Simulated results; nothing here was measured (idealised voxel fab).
Process module under the name voxel trench capacitor
The width of the displayed cross-section, cut, is 240 nm; its cells are square, with a size of 5 nm.
Throughout this document, each cross-section is represented as a grid of square cells and is presented as a sequence of bands enumerated from the top downward, where a band comprises one or more rows of cells. Basically the band line says how high the top is and how high the bottom is, in nm, and then what's in it from left to right, every material with its width in nm. Empty space shows up as "empty", and if a single material carries "all across" it runs the full band edge to edge. It should be noted that heights are counted from 0, beneath which the wafer as supplied is of one material throughout, and that the lowest band possesses no lower boundary but continues downward, as written in "from 0 down". Graded width ("30->40"): value in top row of band = first number; value in bottom row = second number; row-to-row change constant. A step reported as "changes: none" is a step in which no cell of the cross-section changed. The label "Sealed-off cavities" introduces a list of the empty spaces, 8 cells or larger, that have no open way up to the top; each entry in it reads width x height at distance, where the distance is taken from the left edge and all three are stated in nm. It should be noted that, on the line of a given step, the content following the step's settings is a remark produced by the simulator itself with respect to that step. The setting "overlay nm" may be written on the line of a step. When the step uses a mask, the value reports how far to the right of the planned place the mask lay, and a negative value reports that it lay to the left.
**This section lists the process steps that were planned**
1: RECEIVE (material Si)
2: CONFORMAL_DEP (material SiN; thk nm 10)
3: PATTERN (tone open; mask id TRENCH; material resist; width nm 25; pitch nm 50; thk nm 15; overlay nm 0)
4: DIRECTIONAL_ETCH (etch materials SiN; depth nm 10)
5: DIRECTIONAL_ETCH (etch materials Si; depth nm 40)
6: STRIP (etch materials resist)
7: CONFORMAL_DEP (material HfO2; thk nm 5)
8: CONFORMAL_DEP (material TiN; thk nm 5)
9: FILL_DEP (material W; thk nm 5)
10: CMP (height nm 10)
Wafer-to-wafer difference: thk nm, step 8. Common start. Plan = first wafer's value.
**As-received state after step 1, first of several wafers, cross-section**
> from 0 down | Si all across
> Sealed-off cavities: none
**So in this table every wafer gets its own row, and what you see is where it stands at the end of the module: for each material, how many cells it picked up (+) or gave up (-) since we received it, and after that its closed voids**
thk nm 5; +69 HfO2; -120 Si; +66 SiN; +57 TiN; +24 W; Sealed-off cavities: none
thk nm 10; +69 HfO2; -120 Si; +66 SiN; +81 TiN; Sealed-off cavities: none
thk nm 15; +69 HfO2; -120 Si; +66 SiN; +81 TiN; Sealed-off cavities: none
thk nm 20; +69 HfO2; -120 Si; +66 SiN; +81 TiN; Sealed-off cavities: none
